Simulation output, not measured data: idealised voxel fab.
process module | voxel ribs on slabs
cross-section cut | 270 nm wide | cells 5 nm
A cross-section is a grid of square cells, given in bands from the top down. A band is one or more rows of cells.
Each band's line starts with the height of the band's top and of its bottom, in nm. Then come its materials from left to right, each with its width in nm. One material with "throughout" fills the band from edge to edge. "air" is empty space.
Height 0 is the level under which the wafer as received is all one material. The lowest band goes on downwards, as in "0 down".
A width such as "30 to 40" changes by the same amount from each row of cells to the next, from the band's top row to its bottom row.
"no change" after a step means that no cell of the cross-section changed.
closed voids: empty space of 8 cells or more with no open way to the top, each as width x height at its distance from the left edge, in nm
after a step's settings: what the simulator itself notes on the step
overlay nm, on a step with a mask: how far to the right of its planned place the mask lay; to the left if negative
plan
1 op RECEIVE | material Si
2 op DIRECTIONAL_DEP | material SiO2 | thk nm 25
3 op DIRECTIONAL_DEP | material SiN | thk nm 20
4 op DIRECTIONAL_DEP | material aC | thk nm 15
5 op PATTERN | tone cover | mask id RIB | material resist | width nm 15 | thk nm 35 | overlay nm 0
6 op DIRECTIONAL_ETCH | etch materials aC | depth nm 15
7 op STRIP | etch materials resist
8 op DIRECTIONAL_ETCH | etch materials SiN | depth nm 5
9 op STRIP | etch materials aC
10 op MASKED_ETCH | tone cover | mask id SLAB | width nm 55 | etch materials SiN | depth nm 15 | overlay nm 0
11 op FILL_DEP | material SiO2 | thk nm 15
12 op CMP | height nm 55
13 op DIRECTIONAL_DEP | material W | thk nm 10
14 op PATTERN | tone cover | mask id HEATER | material resist | width nm 25 | thk nm 15 | overlay nm 0
15 op DIRECTIONAL_ETCH | etch materials W | depth nm 10
16 op STRIP | etch materials resist
17 op CONFORMAL_DEP | material SiN | thk nm 5
as received, after step 1
  0 down: Si throughout
  closed voids: none
first wafer at the end, as planned
  70 to 65: air 115 | SiN 35 | air 120
  65 to 60: air 115 | SiN 5 | W 25 | SiN 5 | air 120
  60 to 55: SiN 120 | W 25 | SiN 125
  55 to 45: SiO2 throughout
  45 to 40: SiO2 125 | SiN 15 | SiO2 130
  40 to 25: SiO2 105 | SiN 55 | SiO2 110
  25 to 0: SiO2 throughout
  0 down: Si throughout
  closed voids: none
second wafer at the end: like start, like plan, one mistake
  70 to 65: SiN 125 | air 15 | SiN 130
  65 to 60: W 120 | SiN 5 | air 15 | SiN 5 | W 125
  60 to 55: W 120 | SiN 25 | W 125
  55 to 45: SiO2 throughout
  45 to 40: SiO2 125 | SiN 15 | SiO2 130
  40 to 25: SiO2 105 | SiN 55 | SiO2 110
  25 to 0: SiO2 throughout
  0 down: Si throughout
  closed voids: none
what went wrong: step 14 ran as: op PATTERN | tone open | mask id HEATER | material resist | width nm 25 | thk nm 15 | overlay nm 0
at the end the second wafer has, in cells: 88 more of W
